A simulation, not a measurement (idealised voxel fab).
Name of the process module below: voxel lift off
Xsec cut, 225 nm wide, square cell size 5 nm.
Cross-section format: a grid of square cells, given as bands from top to bottom; each band is one or more rows of cells.
The band entry comprises the height of the band's top followed by the height of its bottom, expressed in nm, and subsequently the band's materials from left to right, each stated together with its width in nm. Where a single material is marked with the word "all across", that material fills the band from edge to edge. The word "air" represents empty space.
The reference from which all heights are counted is 0, the level beneath which the as-received wafer is entirely one material; the lowest band, having no lower bound, proceeds downward and is written after the example "from 0 down".
Width "30 to 40": first value at the band's top row of cells, second value at its bottom row, equal change from row to row.
It should be understood that the words "remains unaltered", when stated for a given step, signify that the cross-section underwent no change in any of its cells during that step.
Basically, "Fully enclosed voids" tells you about the enclosed voids: empty spaces with no open way to the top, 8 cells or bigger, each written width x height at distance, where distance is from the left edge, all in nm.
On each step's line, the part that comes after the settings is the simulator's own comment on the step.
overlay nm: right-of-plan distance of the mask on a masked step; negative values mean left-of-plan.
# Listed below are the process steps as planned
1: RECEIVE, material Si
2: CONFORMAL_DEP, material Al2O3, thk nm 15
3: PATTERN, tone open, mask id LINES, material resist, width nm 25, pitch nm 40, thk nm 25, overlay nm 0
4: DIRECTIONAL_DEP, material Ru, thk nm 15
5: STRIP, etch materials resist
6: CONFORMAL_DEP, material SiN, thk nm 5
# Wafer at receipt (post step 1), cross-section
  from 0 down | Si all across
  Fully enclosed voids: none
# Post-module cross-section of the first of two wafers (run per plan)
  from 35 to 30 | air (75)  SiN (35)  air (5)  SiN (35)  air (75)
  from 30 to 20 | air (75)  SiN (5)  Ru (25)  SiN (5)  air (5)  SiN (5)  Ru (25)  SiN (5)  air (75)
  from 20 to 15 | SiN (80)  Ru (25)  SiN (15)  Ru (25)  SiN (80)
  from 15 to 0 | Al2O3 all across
  from 0 down | Si all across
  Fully enclosed voids: none
# This is the second of the two wafers, cross-sectioned at the end of the module; it started exactly like the first and was given the same plan, but it was run with one mistake
  from 35 to 30 | SiN (85)  air (15)  SiN (25)  air (15)  SiN (85)
  from 30 to 20 | Ru (80)  SiN (5)  air (15)  SiN (5)  Ru (15)  SiN (5)  air (15)  SiN (5)  Ru (80)
  from 20 to 15 | Ru (80)  SiN (25)  Ru (15)  SiN (25)  Ru (80)
  from 15 to 0 | Al2O3 all across
  from 0 down | Si all across
  Fully enclosed voids: none
The plan and the run diverged here: step 3 ran with different settings than intended, the actual operation and settings being PATTERN, tone cover, mask id LINES, material resist, width nm 25, pitch nm 40, thk nm 25, overlay nm 0
The second wafer ends with more or fewer cells of some materials than the first, per final count: +75 Ru
